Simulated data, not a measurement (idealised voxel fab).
process module | voxel quadruple lines
cross-section cut | 285 nm wide | cells 5 nm
A cross-section is a grid of square cells, given in bands from the top down. A band is one or more rows of cells.
Each band's line starts with the height of the band's top and of its bottom, in nm. Then come its materials from left to right, each with its width in nm. One material with "throughout" fills the band from edge to edge. "air" is empty space.
Height 0 is the level under which the wafer as received is all one material. The lowest band goes on downwards, as in "0 down".
A width such as "30 to 40" changes by the same amount from each row of cells to the next, from the band's top row to its bottom row.
"no change" after a step means that no cell of the cross-section changed.
closed voids: empty space of 8 cells or more with no open way to the top, each as width x height at its distance from the left edge, in nm
after a step's settings: what the simulator itself notes on the step
overlay nm, on a step with a mask: how far to the right of its planned place the mask lay; to the left if negative
plan
1 op RECEIVE | material Si
2 op CONFORMAL_DEP | material SiO2 | thk nm 5
3 op DIRECTIONAL_DEP | material W | thk nm 10
4 op DIRECTIONAL_DEP | material polySi | thk nm 20
5 op DIRECTIONAL_DEP | material aC | thk nm 25
6 op PATTERN | tone cover | mask id MANDREL | material resist | width nm 15 | pitch nm 60 | thk nm 35 | overlay nm 0
7 op DIRECTIONAL_ETCH | etch materials aC | depth nm 25
8 op STRIP | etch materials resist
9 op CONFORMAL_DEP | material SiO2 | thk nm 10
10 op DIRECTIONAL_ETCH | etch materials SiO2 | depth nm 10
11 op STRIP | etch materials aC
12 op DIRECTIONAL_ETCH | etch materials polySi | depth nm 20
13 op STRIP | etch materials SiO2
14 op CONFORMAL_DEP | material SiCN | thk nm 5
15 op DIRECTIONAL_ETCH | etch materials SiCN | depth nm 5
16 op STRIP | etch materials polySi
17 op DIRECTIONAL_ETCH | etch materials W | depth nm 10
18 op STRIP | etch materials SiCN
varied across the wafers: width nm of step 6. The plan shows the first wafer's value. All wafers start alike
first wafer as received, after step 1
  0 down: Si throughout
  closed voids: none
first wafer at the end, after step 18
  15 to 5: air 90 | W 5 | air 10 | W 5 | air 5 | W 5 | air 10 | W 5 | air 15 | W 5 | air 10 | W 5 | air 5 | W 5 | air 10 | W 5 | air 90
  5 to 0: SiO2 throughout
  0 down: Si throughout
  closed voids: none
last wafer at the end
  15 to 5: air 80 | W 5 | air 10 | W 5 | air 25 | W 5 | air 10 | W 5 | air 10 | W 5 | air 25 | W 5 | air 10 | W 5 | air 80
  5 to 0: SiO2 throughout
  0 down: Si throughout
  closed voids: none
each wafer at the end: cells of each material gained (+) or lost (-) since it was received, then its closed voids
width nm 15 | +57 SiO2 | +16 W | closed voids: none
width nm 20 | +57 SiO2 | +16 W | closed voids: none
width nm 25 | +57 SiO2 | +16 W | closed voids: none
width nm 30 | +57 SiO2 | +16 W | closed voids: none
width nm 35 | +57 SiO2 | +14 W | closed voids: none
